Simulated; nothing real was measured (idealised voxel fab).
Presented below is a process module, voxel capacitor over wiring.
In the cross-section labelled cut, the width is 235 nm and each square cell is 5 nm.
The cross-sections in this document take the form of a grid made of square cells. They are written out as bands, in order from top to bottom. Each band consists of one or more rows of cells. Each band's line starts with the height of the band's top and of its bottom, in nm. Then come its materials from left to right, each with its width in nm. One material with "full width" fills the band from edge to edge. "empty" is empty space. Counting heights begins at 0, where everything beneath is, in the wafer as received, one material. The lowest band has no bottom; it goes on downwards, as "0..down" shows. A two-number width, for instance "30->40", indicates that the width is equal to the first number in the top row of the band and to the second number in the bottom row, and that it changes by a constant amount per row of cells. Given "no change" for a step, no cell of the cross-section differs between before and after that step. Closed empty spaces (no open way to the top) of 8 cells or more are what "Trapped void list" lists, each as width x height at distance from the left edge, nm for all three. If you see something after the settings on a step's line, that's the simulator's own remark about that step. overlay nm: step with mask; distance mask lay right of planned place; negative value = left of planned place.

### Steps planned for the process
| 1 | op RECEIVE | material Si |
| 2 | op CONFORMAL_DEP | material SiO2 | thk nm 10 |
| 3 | op DIRECTIONAL_DEP | material TiN | thk nm 5 |
| 4 | op DIRECTIONAL_DEP | material Ru | thk nm 25 |
| 5 | op DIRECTIONAL_DEP | material aC | thk nm 10 |
| 6 | op PATTERN | tone cover | mask id METAL_1 | material resist | width nm 30 | pitch nm 85 | thk nm 30 | overlay nm 0 |
| 7 | op DIRECTIONAL_ETCH | etch materials aC | depth nm 10 |
| 8 | op STRIP | etch materials resist |
| 9 | op DIRECTIONAL_ETCH | etch materials Ru | depth nm 25 |
| 10 | op DIRECTIONAL_ETCH | etch materials TiN | depth nm 5 |
| 11 | op STRIP | etch materials aC |
| 12 | op CONFORMAL_DEP | material SiCN | thk nm 5 |
| 13 | op FILL_DEP | material lowk | thk nm 5 |
| 14 | op CMP | height nm 40 |
| 15 | op CONFORMAL_DEP | material SiCN | thk nm 5 |
| 16 | op DIRECTIONAL_DEP | material SiO2 | thk nm 10 |
| 17 | op MASKED_ETCH | tone open | mask id PLUG_1 | width nm 15 | etch materials SiO2 | depth nm 10 | overlay nm 0 |
| 18 | op MASKED_ETCH | tone open | mask id PLUG_1 | width nm 15 | etch materials SiCN | depth nm 5 | overlay nm 0 |
| 19 | op EPI | material Ru | thk nm 10 |
| 20 | op EPI | material Ru | thk nm 5 |
| 21 | op DIRECTIONAL_DEP | material TiN | thk nm 10 |
| 22 | op DIRECTIONAL_DEP | material Al2O3 | thk nm 5 |
| 23 | op DIRECTIONAL_DEP | material TiN | thk nm 5 |
| 24 | op DIRECTIONAL_DEP | material aC | thk nm 10 |
| 25 | op PATTERN | tone cover | mask id UPPER_PLATE | material resist | width nm 60 | thk nm 30 | overlay nm 0 |
| 26 | op DIRECTIONAL_ETCH | etch materials aC | depth nm 10 |
| 27 | op STRIP | etch materials resist |
| 28 | op DIRECTIONAL_ETCH | etch materials TiN | depth nm 5 |
| 29 | op DIRECTIONAL_ETCH | etch materials Al2O3 | depth nm 5 |
| 30 | op STRIP | etch materials aC |
| 31 | op MASKED_ETCH | tone cover | mask id LOWER_PLATE | width nm 70 | etch materials TiN | depth nm 10 | overlay nm 0 |
| 32 | op FILL_DEP | material SiO2 | thk nm 20 |
| 33 | op CMP | height nm 90 |
| 34 | op DIRECTIONAL_DEP | material aC | thk nm 15 |
| 35 | op PATTERN | tone open | mask id PLUG_2 | material resist | width nm 15 | thk nm 30 | overlay nm 0 |
| 36 | op DIRECTIONAL_ETCH | etch materials aC | depth nm 15 |
| 37 | op STRIP | etch materials resist |
| 38 | op DIRECTIONAL_ETCH | etch materials SiO2 | depth nm 15 |
| 39 | op STRIP | etch materials aC |
| 40 | op CONFORMAL_DEP | material TiN | thk nm 5 |
| 41 | op FILL_DEP | material W | thk nm 5 |
| 42 | op CMP | height nm 90 |
| 43 | op CONFORMAL_DEP | material SiCN | thk nm 5 |

### Run as planned: first of two wafers

### Here's what the wafer looked like in cross-section when it arrived - that's after step 1
  0..down: Si full width
  Trapped void list: none

### after step 2
  10..0: SiO2 full width
  Under 0: no change, same as before.

### after step 3
  15..10: TiN full width
  Under 10: no change, same as before.

### after step 4
  40..15: Ru full width
  Under 15: no change, same as before.

### after step 5
  50..40: aC full width
  Under 40: no change, same as before.

### after step 6
  80..50: empty 60, then resist 30, then empty 55, then resist 30, then empty 60
  Under 50: no change, same as before.

### after step 7
  70..50: empty 60, then resist 30, then empty 55, then resist 30, then empty 60
  50..40: empty 60, then aC 30, then empty 55, then aC 30, then empty 60
  Under 40: no change, same as before.

### after step 8
  50..40: empty 60, then aC 30, then empty 55, then aC 30, then empty 60
  Under 40: no change, same as before.

### after step 9
  50..40: empty 60, then aC 30, then empty 55, then aC 30, then empty 60
  40..15: empty 60, then Ru 30, then empty 55, then Ru 30, then empty 60
  Under 15: no change, same as before.

### after step 10
  50..40: empty 60, then aC 30, then empty 55, then aC 30, then empty 60
  40..15: empty 60, then Ru 30, then empty 55, then Ru 30, then empty 60
  15..10: empty 60, then TiN 30, then empty 55, then TiN 30, then empty 60
  Under 10: no change, same as before.

### after step 11
  40..15: empty 60, then Ru 30, then empty 55, then Ru 30, then empty 60
  Under 15: no change, same as before.

### after step 12
  45..40: empty 55, then SiCN 40, then empty 45, then SiCN 40, then empty 55
  40..15: empty 55, then SiCN 5, then Ru 30, then SiCN 5, then empty 45, then SiCN 5, then Ru 30, then SiCN 5, then empty 55
  15..10: SiCN 60, then TiN 30, then SiCN 55, then TiN 30, then SiCN 60
  Under 10: no change, same as before.

### after step 13
  50..45: lowk full width
  45..40: lowk 55, then SiCN 40, then lowk 45, then SiCN 40, then lowk 55
  40..15: lowk 55, then SiCN 5, then Ru 30, then SiCN 5, then lowk 45, then SiCN 5, then Ru 30, then SiCN 5, then lowk 55
  Under 15: no change, same as before.

### after step 14
  40..15: lowk 55, then SiCN 5, then Ru 30, then SiCN 5, then lowk 45, then SiCN 5, then Ru 30, then SiCN 5, then lowk 55
  Under 15: no change, same as before.

### after step 15
  45..40: SiCN full width
  Under 40: no change, same as before.

### after step 16
  55..45: SiO2 full width
  Under 45: no change, same as before.

### after step 17
  55..45: SiO2 75, then empty 15, then SiO2 145
  Under 45: no change, same as before.

### after step 18
  55..45: SiO2 75, then empty 15, then SiO2 145
  45..40: SiCN 75, then empty 15, then SiCN 145
  Under 40: no change, same as before.

### after step 19
  55..50: SiO2 75, then empty 15, then SiO2 145
  50..45: SiO2 75, then Ru 15, then SiO2 145
  45..40: SiCN 75, then Ru 15, then SiCN 145
  Under 40: no change, same as before.

### after step 20
  55..45: SiO2 75, then Ru 15, then SiO2 145
  Under 45: no change, same as before.

### after step 21
  65..55: TiN full width
  Under 55: no change, same as before.

### after step 22
  70..65: Al2O3 full width
  Under 65: no change, same as before.

### after step 23
  75..70: TiN full width
  Under 70: no change, same as before.

### after step 24
  85..75: aC full width
  Under 75: no change, same as before.

### after step 25
  115..85: empty 75, then resist 60, then empty 100
  Under 85: no change, same as before.

### after step 26
  105..85: empty 75, then resist 60, then empty 100
  85..75: empty 75, then aC 60, then empty 100
  Under 75: no change, same as before.

### after step 27
  85..75: empty 75, then aC 60, then empty 100
  Under 75: no change, same as before.

### after step 28
  85..75: empty 75, then aC 60, then empty 100
  75..70: empty 75, then TiN 60, then empty 100
  Under 70: no change, same as before.

### after step 29
  85..75: empty 75, then aC 60, then empty 100
  75..70: empty 75, then TiN 60, then empty 100
  70..65: empty 75, then Al2O3 60, then empty 100
  Under 65: no change, same as before.

### after step 30
  75..70: empty 75, then TiN 60, then empty 100
  Under 70: no change, same as before.

### after step 31
  75..70: empty 75, then TiN 60, then empty 100
  70..65: empty 75, then Al2O3 60, then empty 100
  65..55: empty 70, then TiN 70, then empty 95
  Under 55: no change, same as before.

### after step 32
  95..75: SiO2 full width
  75..70: SiO2 75, then TiN 60, then SiO2 100
  70..65: SiO2 75, then Al2O3 60, then SiO2 100
  65..55: SiO2 70, then TiN 70, then SiO2 95
  Under 55: no change, same as before.

### after step 33
  90..75: SiO2 full width
  Under 75: no change, same as before.

### after step 34
  105..90: aC full width
  Under 90: no change, same as before.

### after step 35
  135..105: resist 85, then empty 15, then resist 135
  Under 105: no change, same as before.

### after step 36
  120..105: resist 85, then empty 15, then resist 135
  105..90: aC 85, then empty 15, then aC 135
  Under 90: no change, same as before.

### after step 37
  105..90: aC 85, then empty 15, then aC 135
  Under 90: no change, same as before.

### after step 38
  105..90: aC 85, then empty 15, then aC 135
  90..75: SiO2 85, then empty 15, then SiO2 135
  Under 75: no change, same as before.

### after step 39
  90..75: SiO2 85, then empty 15, then SiO2 135
  Under 75: no change, same as before.

### after step 40
  95..90: TiN 90, then empty 5, then TiN 140
  90..80: SiO2 85, then TiN 5, then empty 5, then TiN 5, then SiO2 135
  80..70: SiO2 85->75, then TiN 15->60, then SiO2 135->100
  Under 70: no change, same as before.

### after step 41
  100..95: W full width
  95..90: TiN 90, then W 5, then TiN 140
  90..80: SiO2 85, then TiN 5, then W 5, then TiN 5, then SiO2 135
  Under 80: no change, same as before.

### after step 42
  90..80: SiO2 85, then TiN 5, then W 5, then TiN 5, then SiO2 135
  Under 80: no change, same as before.

### after step 43
  95..90: SiCN full width
  Under 90: no change, same as before.

### Wafer two of two - same starting point, same process plan, one mistake in execution; matches wafer one up to and including step 18

### Here is the second wafer in cross-section at the point where step 19 of the plan should have been done
  60..55: empty 70, then Ru 25, then empty 140
  55..45: SiO2 75, then Ru 15, then SiO2 145
  45..40: SiCN 75, then Ru 15, then SiCN 145
  Under 40: no change, same as before.

### Here is the second wafer in cross-section at the point where step 20 of the plan should have been done
  65..55: empty 65, then Ru 35, then empty 135
  Under 55: no change, same as before.

### Here is the second wafer in cross-section at the point where step 21 of the plan should have been done
  75..65: empty 65, then TiN 35, then empty 135
  65..55: TiN 65, then Ru 35, then TiN 135
  Under 55: no change, same as before.

### Here is the second wafer in cross-section at the point where step 22 of the plan should have been done
  80..75: empty 65, then Al2O3 35, then empty 135
  75..70: empty 65, then TiN 35, then empty 135
  70..65: Al2O3 65, then TiN 35, then Al2O3 135
  Under 65: no change, same as before.

### Here is the second wafer in cross-section at the point where step 23 of the plan should have been done
  85..80: empty 65, then TiN 35, then empty 135
  80..75: empty 65, then Al2O3 35, then empty 135
  75..70: TiN full width
  Under 70: no change, same as before.

### Here is the second wafer in cross-section at the point where step 24 of the plan should have been done
  95..85: empty 65, then aC 35, then empty 135
  85..80: aC 65, then TiN 35, then aC 135
  80..75: aC 65, then Al2O3 35, then aC 135
  Under 75: no change, same as before.

### Here is the second wafer in cross-section at the point where step 25 of the plan should have been done
  125..95: empty 75, then resist 60, then empty 100
  95..85: empty 65, then aC 35, then resist 35, then empty 100
  Under 85: no change, same as before.

### Here is the second wafer in cross-section at the point where step 26 of the plan should have been done
  115..95: empty 75, then resist 60, then empty 100
  95..85: empty 75, then aC 25, then resist 35, then empty 100
  85..80: empty 65, then TiN 35, then aC 35, then empty 100
  80..75: empty 65, then Al2O3 35, then aC 35, then empty 100
  Under 75: no change, same as before.

### Here is the second wafer in cross-section at the point where step 27 of the plan should have been done
  95..85: empty 75, then aC 25, then empty 135
  Under 85: no change, same as before.

### Here is the second wafer in cross-section at the point where step 28 of the plan should have been done
  95..85: empty 75, then aC 25, then empty 135
  85..80: empty 75, then TiN 25, then aC 35, then empty 100
  80..75: empty 65, then Al2O3 35, then aC 35, then empty 100
  75..70: empty 65, then TiN 70, then empty 100
  Under 70: no change, same as before.

### Here is the second wafer in cross-section at the point where step 29 of the plan should have been done
  95..85: empty 75, then aC 25, then empty 135
  85..80: empty 75, then TiN 25, then aC 35, then empty 100
  80..75: empty 75, then Al2O3 25, then aC 35, then empty 100
  75..70: empty 65, then TiN 70, then empty 100
  70..65: empty 65, then TiN 35, then Al2O3 35, then empty 100
  Under 65: no change, same as before.

### Here is the second wafer in cross-section at the point where step 30 of the plan should have been done
  85..80: empty 75, then TiN 25, then empty 135
  80..75: empty 75, then Al2O3 25, then empty 135
  Under 75: no change, same as before.

### Here is the second wafer in cross-section at the point where step 31 of the plan should have been done
  85..80: empty 75, then TiN 25, then empty 135
  80..75: empty 75, then Al2O3 25, then empty 135
  75..70: empty 70, then TiN 65, then empty 100
  70..65: empty 70, then TiN 30, then Al2O3 35, then empty 100
  65..55: empty 65, then Ru 35, then TiN 40, then empty 95
  Under 55: no change, same as before.

### Here is the second wafer in cross-section at the point where step 32 of the plan should have been done
  105..85: SiO2 full width
  85..80: SiO2 75, then TiN 25, then SiO2 135
  80..75: SiO2 75, then Al2O3 25, then SiO2 135
  75..70: SiO2 70, then TiN 65, then SiO2 100
  70..65: SiO2 70, then TiN 30, then Al2O3 35, then SiO2 100
  65..55: SiO2 65, then Ru 35, then TiN 40, then SiO2 95
  Under 55: no change, same as before.

### Here is the second wafer in cross-section at the point where step 33 of the plan should have been done
  90..85: SiO2 full width
  Under 85: no change, same as before.

### Here is the second wafer in cross-section at the point where step 34 of the plan should have been done
  105..90: aC full width
  Under 90: no change, same as before.

### Here is the second wafer in cross-section at the point where step 35 of the plan should have been done
  135..105: resist 85, then empty 15, then resist 135
  Under 105: no change, same as before.

### Here is the second wafer in cross-section at the point where step 36 of the plan should have been done
  120..105: resist 85, then empty 15, then resist 135
  105..90: aC 85, then empty 15, then aC 135
  Under 90: no change, same as before.

### Here is the second wafer in cross-section at the point where step 37 of the plan should have been done
  105..90: aC 85, then empty 15, then aC 135
  Under 90: no change, same as before.

### Here is the second wafer in cross-section at the point where step 38 of the plan should have been done
  105..90: aC 85, then empty 15, then aC 135
  90..85: SiO2 85, then empty 15, then SiO2 135
  Under 85: no change, same as before.

### Here is the second wafer in cross-section at the point where step 39 of the plan should have been done
  90..85: SiO2 85, then empty 15, then SiO2 135
  Under 85: no change, same as before.

### Here is the second wafer in cross-section at the point where step 40 of the plan should have been done
  95..90: TiN 90, then empty 5, then TiN 140
  90..80: SiO2 85->75, then TiN 15->25, then SiO2 135
  Under 80: no change, same as before.

### Here is the second wafer in cross-section at the point where step 41 of the plan should have been done
  100..95: W full width
  95..90: TiN 90, then W 5, then TiN 140
  Under 90: no change, same as before.

### Here is the second wafer in cross-section at the point where step 42 of the plan should have been done
  90..80: SiO2 85->75, then TiN 15->25, then SiO2 135
  Under 80: no change, same as before.

### Here is the second wafer in cross-section at the point where step 43 of the plan should have been done
  95..90: SiCN full width
  Under 90: no change, same as before.
What was the processing mistake? step 19 of the plan saw execution twice
Materials where the second wafer ends with more or fewer cells than the first: Ru +14, SiO2 -8, TiN -4, W -2
